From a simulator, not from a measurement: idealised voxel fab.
process module | voxel ribs on slabs
cross-section cut | 145 nm wide | cells 5 nm
A cross-section is a grid of square cells, given in bands from the top down. A band is one or more rows of cells.
Each band's line starts with the height of the band's top and of its bottom, in nm. Then come its materials from left to right, each with its width in nm. One material with "throughout" fills the band from edge to edge. "air" is empty space.
Height 0 is the level under which the wafer as received is all one material. The lowest band goes on downwards, as in "0 down".
A width such as "30 to 40" changes by the same amount from each row of cells to the next, from the band's top row to its bottom row.
"no change" after a step means that no cell of the cross-section changed.
closed voids: empty space of 8 cells or more with no open way to the top, each as width x height at its distance from the left edge, in nm
after a step's settings: what the simulator itself notes on the step
overlay nm, on a step with a mask: how far to the right of its planned place the mask lay; to the left if negative
plan
1 op RECEIVE | material Si
2 op DIRECTIONAL_DEP | material SiO2 | thk nm 25
3 op DIRECTIONAL_DEP | material polySi | thk nm 15
4 op DIRECTIONAL_DEP | material aC | thk nm 15
5 op PATTERN | tone cover | mask id RIB | material resist | width nm 25 | thk nm 35 | overlay nm 0
6 op DIRECTIONAL_ETCH | etch materials aC | depth nm 15
7 op STRIP | etch materials resist
8 op DIRECTIONAL_ETCH | etch materials polySi | depth nm 10
9 op STRIP | etch materials aC
10 op DIRECTIONAL_DEP | material aC | thk nm 10
11 op PATTERN | tone cover | mask id SLAB | material resist | width nm 85 | thk nm 25 | overlay nm 0
12 op DIRECTIONAL_ETCH | etch materials aC | depth nm 10
13 op STRIP | etch materials resist
14 op DIRECTIONAL_ETCH | etch materials polySi | depth nm 5
15 op STRIP | etch materials aC
16 op FILL_DEP | material SiO2 | thk nm 20
17 op CMP | height nm 50
18 op DIRECTIONAL_DEP | material W | thk nm 10
19 op PATTERN | tone cover | mask id HEATER | material resist | width nm 35 | thk nm 15 | overlay nm 0
20 op DIRECTIONAL_ETCH | etch materials W | depth nm 10
21 op STRIP | etch materials resist
22 op CONFORMAL_DEP | material SiN | thk nm 10
first wafer, as planned
as received, after step 1
  0 down: Si throughout
  closed voids: none
after step 2
  25 to 0: SiO2 throughout
  below 0: unchanged
after step 3
  40 to 25: polySi throughout
  below 25: unchanged
after step 4
  55 to 40: aC throughout
  below 40: unchanged
after step 5
  90 to 55: air 60 | resist 25 | air 60
  below 55: unchanged
after step 6
  75 to 55: air 60 | resist 25 | air 60
  55 to 40: air 60 | aC 25 | air 60
  below 40: unchanged
after step 7
  55 to 40: air 60 | aC 25 | air 60
  below 40: unchanged
after step 8
  55 to 40: air 60 | aC 25 | air 60
  40 to 30: air 60 | polySi 25 | air 60
  below 30: unchanged
after step 9
  40 to 30: air 60 | polySi 25 | air 60
  below 30: unchanged
after step 10
  50 to 40: air 60 | aC 25 | air 60
  40 to 30: aC 60 | polySi 25 | aC 60
  below 30: unchanged
after step 11
  75 to 50: air 30 | resist 85 | air 30
  50 to 40: air 30 | resist 30 | aC 25 | resist 30 | air 30
  below 40: unchanged
after step 12
  65 to 50: air 30 | resist 85 | air 30
  50 to 40: air 30 | resist 30 | aC 25 | resist 30 | air 30
  40 to 30: air 30 | aC 30 | polySi 25 | aC 30 | air 30
  below 30: unchanged
after step 13
  50 to 40: air 60 | aC 25 | air 60
  below 40: unchanged
after step 14
  50 to 40: air 60 | aC 25 | air 60
  40 to 30: air 30 | aC 30 | polySi 25 | aC 30 | air 30
  30 to 25: air 30 | polySi 85 | air 30
  below 25: unchanged
after step 15
  40 to 30: air 60 | polySi 25 | air 60
  below 30: unchanged
after step 16
  60 to 40: SiO2 throughout
  40 to 30: SiO2 60 | polySi 25 | SiO2 60
  30 to 25: SiO2 30 | polySi 85 | SiO2 30
  below 25: unchanged
after step 17
  50 to 40: SiO2 throughout
  below 40: unchanged
after step 18
  60 to 50: W throughout
  below 50: unchanged
after step 19
  75 to 60: air 55 | resist 35 | air 55
  below 60: unchanged
after step 20
  75 to 60: air 55 | resist 35 | air 55
  60 to 50: air 55 | W 35 | air 55
  below 50: unchanged
after step 21
  60 to 50: air 55 | W 35 | air 55
  below 50: unchanged
after step 22
  70 to 60: air 45 | SiN 55 | air 45
  60 to 50: SiN 55 | W 35 | SiN 55
  below 50: unchanged
second wafer: like start, like plan, one mistake. Through step 2 it matches the first wafer
when step 3 should have ended
  55 to 25: polySi throughout
  below 25: unchanged
when step 4 should have ended
  70 to 55: aC throughout
  below 55: unchanged
when step 5 should have ended
  105 to 70: air 60 | resist 25 | air 60
  below 70: unchanged
when step 6 should have ended
  90 to 70: air 60 | resist 25 | air 60
  70 to 55: air 60 | aC 25 | air 60
  below 55: unchanged
when step 7 should have ended
  70 to 55: air 60 | aC 25 | air 60
  below 55: unchanged
when step 8 should have ended
  70 to 55: air 60 | aC 25 | air 60
  55 to 45: air 60 | polySi 25 | air 60
  below 45: unchanged
when step 9 should have ended
  55 to 45: air 60 | polySi 25 | air 60
  below 45: unchanged
when step 10 should have ended
  65 to 55: air 60 | aC 25 | air 60
  55 to 45: aC 60 | polySi 25 | aC 60
  below 45: unchanged
when step 11 should have ended
  90 to 65: air 30 | resist 85 | air 30
  65 to 55: air 30 | resist 30 | aC 25 | resist 30 | air 30
  below 55: unchanged
when step 12 should have ended
  80 to 65: air 30 | resist 85 | air 30
  65 to 55: air 30 | resist 30 | aC 25 | resist 30 | air 30
  55 to 45: air 30 | aC 30 | polySi 25 | aC 30 | air 30
  below 45: unchanged
when step 13 should have ended
  65 to 55: air 60 | aC 25 | air 60
  below 55: unchanged
when step 14 should have ended
  65 to 55: air 60 | aC 25 | air 60
  55 to 45: air 30 | aC 30 | polySi 25 | aC 30 | air 30
  45 to 40: air 30 | polySi 85 | air 30
  below 40: unchanged
when step 15 should have ended
  55 to 45: air 60 | polySi 25 | air 60
  below 45: unchanged
when step 16 should have ended
  75 to 55: SiO2 throughout
  55 to 45: SiO2 60 | polySi 25 | SiO2 60
  45 to 40: SiO2 30 | polySi 85 | SiO2 30
  below 40: unchanged
when step 17 should have ended
  50 to 40: SiO2 60 to 30 | polySi 25 to 85 | SiO2 60 to 30
  below 40: unchanged
when step 18 should have ended
  60 to 50: W throughout
  below 50: unchanged
when step 19 should have ended
  75 to 60: air 55 | resist 35 | air 55
  below 60: unchanged
when step 20 should have ended
  75 to 60: air 55 | resist 35 | air 55
  60 to 50: air 55 | W 35 | air 55
  below 50: unchanged
when step 21 should have ended
  60 to 50: air 55 | W 35 | air 55
  below 50: unchanged
when step 22 should have ended
  70 to 60: air 45 | SiN 55 | air 45
  60 to 50: SiN 55 | W 35 | SiN 55
  below 50: unchanged
what went wrong: step 3 was run twice
at the end the second wafer has, in cells: 82 fewer of SiO2 | 82 more of polySi
